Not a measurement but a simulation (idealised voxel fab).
process module | voxel gate over fins
cross-section cut | 160 nm wide | cells 5 nm
A cross-section is a grid of square cells, given in bands from the top down. A band is one or more rows of cells.
Each band's line starts with the height of the band's top and of its bottom, in nm. Then come its materials from left to right, each with its width in nm. One material with "throughout" fills the band from edge to edge. "air" is empty space.
Height 0 is the level under which the wafer as received is all one material. The lowest band goes on downwards, as in "0 down".
A width such as "30 to 40" changes by the same amount from each row of cells to the next, from the band's top row to its bottom row.
"no change" after a step means that no cell of the cross-section changed.
closed voids: empty space of 8 cells or more with no open way to the top, each as width x height at its distance from the left edge, in nm
after a step's settings: what the simulator itself notes on the step
overlay nm, on a step with a mask: how far to the right of its planned place the mask lay; to the left if negative
plan
1 op RECEIVE | material Si
2 op CONFORMAL_DEP | material SiN | thk nm 5
3 op DIRECTIONAL_DEP | material aC | thk nm 15
4 op PATTERN | tone cover | mask id FINS | material resist | width nm 15 | pitch nm 60 | thk nm 30 | overlay nm 0
5 op DIRECTIONAL_ETCH | etch materials aC | depth nm 15
6 op STRIP | etch materials resist
7 op DIRECTIONAL_ETCH | etch materials SiN | depth nm 5
8 op DIRECTIONAL_ETCH | etch materials Si | depth nm 40
9 op STRIP | etch materials aC
10 op OXIDIZE | depth nm 5
11 op FILL_DEP | material SiO2 | thk nm 10
12 op CMP | height nm 5
13 op DIRECTIONAL_DEP | material aC | thk nm 15
14 op PATTERN | tone open | mask id RAIL | material resist | width nm 15 | thk nm 35 | overlay nm 0
15 op DIRECTIONAL_ETCH | etch materials aC | depth nm 15
16 op STRIP | etch materials resist
17 op DIRECTIONAL_ETCH | etch materials SiO2 | depth nm 40
18 op STRIP | etch materials aC
19 op CONFORMAL_DEP | material TiN | thk nm 5
20 op FILL_DEP | material W | thk nm 5
21 op CMP | height nm 5
22 op SELECTIVE_ETCH | etch materials W Ru TiN | depth nm 20
23 op FILL_DEP | material SiO2 | thk nm 5
24 op CMP | height nm 5
25 op SELECTIVE_ETCH | etch materials SiO2 | depth nm 15
26 op STRIP | etch materials SiN
27 op CONFORMAL_DEP | material HfO2 | thk nm 5
28 op CONFORMAL_DEP | material TiN | thk nm 5
29 op CONFORMAL_DEP | material TiAl | thk nm 5
30 op CONFORMAL_DEP | material TiN | thk nm 5
31 op FILL_DEP | material W | thk nm 15
32 op CMP | height nm 30
33 op CONFORMAL_DEP | material SiCN | thk nm 10
as received, after step 1
  0 down: Si throughout
  closed voids: none
a wafer at the end: this start, this plan, one mistake
  40 to 30: SiCN throughout
  30 to 25: W throughout
  25 to 20: W 55 | TiN 45 | W 60
  20 to 15: W 25 | TiN 35 | TiAl 35 | TiN 35 | W 30
  15 to 10: W 25 | TiN 5 | TiAl 35 | TiN 25 | TiAl 35 | TiN 5 | W 30
  10 to 5: TiN 30 | TiAl 5 | TiN 25 | TiAl 5 | TiN 5 | HfO2 15 | TiN 5 | TiAl 5 | TiN 25 | TiAl 5 | TiN 35
  5 to 0: TiAl 35 | TiN 5 | HfO2 15 | TiN 5 | TiAl 5 | TiN 5 | HfO2 5 | SiCN 5 | HfO2 5 | TiN 5 | TiAl 5 | TiN 5 | HfO2 15 | TiN 5 | TiAl 40
  0 to -5: TiN 40 | HfO2 5 | Si 5 | HfO2 5 | TiN 15 | HfO2 5 | SiCN 5 | HfO2 5 | TiN 15 | HfO2 5 | Si 5 | HfO2 5 | TiN 45
  -5 to -10: HfO2 45 | Si 5 | HfO2 25 | SiCN 5 | HfO2 25 | Si 5 | HfO2 50
  -10 to -15: SiO2 45 | Si 5 | SiO2 25 | SiCN 5 | SiO2 25 | Si 5 | SiO2 50
  -15 to -30: SiO2 45 | Si 5 | SiO2 20 | TiN 5 | SiCN 5 | TiN 5 | SiO2 20 | Si 5 | SiO2 50
  -30 to -35: SiO2 45 | Si 5 | SiO2 20 | TiN 15 | SiO2 20 | Si 5 | SiO2 50
  -35 to -45: SiO2 45 | Si 5 | SiO2 55 | Si 5 | SiO2 50
  -45 down: Si throughout
  closed voids: none
what went wrong: step 20 ran as: op FILL_DEP | material SiCN | thk nm 5
